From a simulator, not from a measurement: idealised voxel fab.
process module | voxel wiring stack
cross-section cut | 290 nm wide | cells 5 nm
A cross-section is a grid of square cells, given in bands from the top down. A band is one or more rows of cells.
Each band's line starts with the height of the band's top and of its bottom, in nm. Then come its materials from left to right, each with its width in nm. One material with "throughout" fills the band from edge to edge. "air" is empty space.
Height 0 is the level under which the wafer as received is all one material. The lowest band goes on downwards, as in "0 down".
A width such as "30 to 40" changes by the same amount from each row of cells to the next, from the band's top row to its bottom row.
"no change" after a step means that no cell of the cross-section changed.
closed voids: empty space of 8 cells or more with no open way to the top, each as width x height at its distance from the left edge, in nm
after a step's settings: what the simulator itself notes on the step
overlay nm, on a step with a mask: how far to the right of its planned place the mask lay; to the left if negative
plan
1 op RECEIVE | material Si
2 op CONFORMAL_DEP | material SiO2 | thk nm 15
3 op DIRECTIONAL_DEP | material TiN | thk nm 5
4 op DIRECTIONAL_DEP | material Ru | thk nm 25
5 op DIRECTIONAL_DEP | material aC | thk nm 10
6 op PATTERN | tone cover | mask id METAL_1 | material resist | width nm 25 | pitch nm 40 | thk nm 30 | overlay nm 0
7 op DIRECTIONAL_ETCH | etch materials aC | depth nm 10
8 op STRIP | etch materials resist
9 op DIRECTIONAL_ETCH | etch materials Ru | depth nm 25
10 op DIRECTIONAL_ETCH | etch materials TiN | depth nm 5
11 op STRIP | etch materials aC
12 op FILL_DEP | material lowk | thk nm 10
13 op CMP | height nm 45
14 op CONFORMAL_DEP | material SiCN | thk nm 5
15 op DIRECTIONAL_DEP | material SiO2 | thk nm 20
16 op PATTERN | tone open | mask id PLUG_1 | material resist | width nm 15 | pitch nm 40 | thk nm 20 | overlay nm 0
17 op DIRECTIONAL_ETCH | etch materials SiO2 | depth nm 20
18 op DIRECTIONAL_ETCH | etch materials SiCN | depth nm 5
19 op STRIP | etch materials resist
20 op EPI | material Ru | thk nm 10
21 op EPI | material Ru | thk nm 10
22 op EPI | material Ru | thk nm 5
23 op DIRECTIONAL_DEP | material TiN | thk nm 5
24 op DIRECTIONAL_DEP | material Ru | thk nm 20
25 op DIRECTIONAL_DEP | material aC | thk nm 15
26 op PATTERN | tone cover | mask id METAL_2 | material resist | width nm 25 | pitch nm 40 | thk nm 30 | overlay nm 0
27 op DIRECTIONAL_ETCH | etch materials aC | depth nm 15
28 op STRIP | etch materials resist
29 op DIRECTIONAL_ETCH | etch materials Ru | depth nm 20
30 op DIRECTIONAL_ETCH | etch materials TiN | depth nm 5
31 op STRIP | etch materials aC
32 op FILL_DEP | material lowk | thk nm 10
33 op CMP | height nm 95
34 op CONFORMAL_DEP | material SiCN | thk nm 5
35 op DIRECTIONAL_DEP | material SiO2 | thk nm 30
36 op DIRECTIONAL_DEP | material aC | thk nm 10
37 op PATTERN | tone open | mask id METAL_3 | material resist | width nm 25 | pitch nm 40 | thk nm 25 | overlay nm 0
38 op DIRECTIONAL_ETCH | etch materials aC | depth nm 10
39 op STRIP | etch materials resist
40 op DIRECTIONAL_ETCH | etch materials SiO2 | depth nm 15
41 op STRIP | etch materials aC
42 op PATTERN | tone open | mask id METAL_3_HOLES | material resist | width nm 15 | thk nm 15 | overlay nm 0
43 op DIRECTIONAL_ETCH | etch materials SiO2 | depth nm 15
44 op DIRECTIONAL_ETCH | etch materials SiCN | depth nm 5
45 op STRIP | etch materials resist
46 op CONFORMAL_DEP | material TiN | thk nm 5
47 op FILL_DEP | material Cu | thk nm 5
48 op CMP | height nm 130
49 op CONFORMAL_DEP | material SiCN | thk nm 5
50 op DIRECTIONAL_DEP | material SiO2 | thk nm 25
51 op MASKED_ETCH | tone open | mask id METAL_4_HOLES | width nm 15 | pitch nm 40 | etch materials SiO2 | depth nm 25 | overlay nm 0
52 op PATTERN | tone open | mask id METAL_4 | material resist | width nm 25 | pitch nm 40 | thk nm 20 | overlay nm 0
53 op DIRECTIONAL_ETCH | etch materials SiO2 | depth nm 15
54 op DIRECTIONAL_ETCH | etch materials SiCN | depth nm 5
55 op STRIP | etch materials resist
56 op CONFORMAL_DEP | material TiN | thk nm 5
57 op FILL_DEP | material Cu | thk nm 5
58 op CMP | height nm 160
59 op CONFORMAL_DEP | material SiCN | thk nm 5
as received, after step 1
  0 down: Si throughout
  closed voids: none
first wafer at the end, as planned
  165 to 160: SiCN throughout
  160 to 150: SiO2 110 | TiN 5 | Cu 15 | TiN 5 | SiO2 15 | TiN 5 | Cu 15 | TiN 5 | SiO2 115
  150 to 145: SiO2 110 | TiN 5 | Cu 5 | TiN 15 | SiO2 15 | TiN 5 | Cu 5 | TiN 15 | SiO2 115
  145 to 135: SiO2 110 | TiN 5 | Cu 5 | TiN 5 | SiO2 25 | TiN 5 | Cu 5 | TiN 5 | SiO2 125
  135 to 130: SiCN 110 | TiN 15 | SiCN 25 | TiN 15 | SiCN 125
  130 to 120: SiO2 110 | TiN 5 | Cu 15 | TiN 5 | SiO2 15 | TiN 5 | Cu 15 | TiN 5 | SiO2 115
  120 to 115: SiO2 110 | TiN 5 | Cu 5 | TiN 15 | SiO2 15 | TiN 25 | SiO2 115
  115 to 100: SiO2 110 | TiN 5 | Cu 5 | TiN 5 | SiO2 165
  100 to 95: SiCN 110 | TiN 15 | SiCN 165
  95 to 75: lowk 110 | Ru 25 | lowk 15 | Ru 25 | lowk 115
  75 to 70: lowk 110 | TiN 25 | lowk 15 | TiN 25 | lowk 115
  70 to 50: SiO2 110 | Ru 15 | SiO2 25 | Ru 15 | SiO2 125
  50 to 45: SiCN 110 | Ru 15 | SiCN 25 | Ru 15 | SiCN 125
  45 to 20: lowk 110 | Ru 25 | lowk 15 | Ru 25 | lowk 115
  20 to 15: lowk 110 | TiN 25 | lowk 15 | TiN 25 | lowk 115
  15 to 0: SiO2 throughout
  0 down: Si throughout
  closed voids: none
second wafer at the end: like start, like plan, one mistake
  165 to 160: SiCN throughout
  160 to 150: SiO2 110 | TiN 5 | Cu 15 | TiN 5 | SiO2 15 | TiN 5 | Cu 15 | TiN 5 | SiO2 115
  150 to 145: SiO2 110 | TiN 5 | Cu 5 | TiN 15 | SiO2 15 | TiN 5 | Cu 5 | TiN 15 | SiO2 115
  145 to 135: SiO2 110 | TiN 5 | Cu 5 | TiN 5 | SiO2 25 | TiN 5 | Cu 5 | TiN 5 | SiO2 125
  135 to 130: SiCN 110 | TiN 15 | SiCN 25 | TiN 15 | SiCN 125
  130 to 120: SiO2 110 | TiN 5 | Cu 15 | TiN 5 | SiO2 15 | TiN 5 | Cu 15 | TiN 5 | SiO2 115
  120 to 115: SiO2 110 | TiN 5 | Cu 5 | TiN 15 | SiO2 15 | TiN 25 | SiO2 115
  115 to 100: SiO2 110 | TiN 5 | Cu 5 | TiN 5 | SiO2 165
  100 to 95: SiCN 110 | TiN 15 | SiCN 165
  95 to 90: lowk 110 | Ru 15 | TiN 10 | lowk 15 | Ru 15 | TiN 10 | lowk 115
  90 to 75: SiO2 110 | Ru 15 | SiO2 25 | Ru 15 | SiO2 125
  75 to 70: SiO2 110 | TiN 15 | SiO2 25 | TiN 15 | SiO2 125
  70 to 50: SiO2 throughout
  50 to 45: SiCN throughout
  45 to 20: lowk 110 | Ru 25 | lowk 15 | Ru 25 | lowk 115
  20 to 15: lowk 110 | TiN 25 | lowk 15 | TiN 25 | lowk 115
  15 to 0: SiO2 throughout
  0 down: Si throughout
  closed voids: none
what went wrong: step 15 was run twice
at the end the second wafer has, in cells: 46 fewer of Ru | 6 more of SiCN | 232 more of SiO2 | 192 fewer of lowk
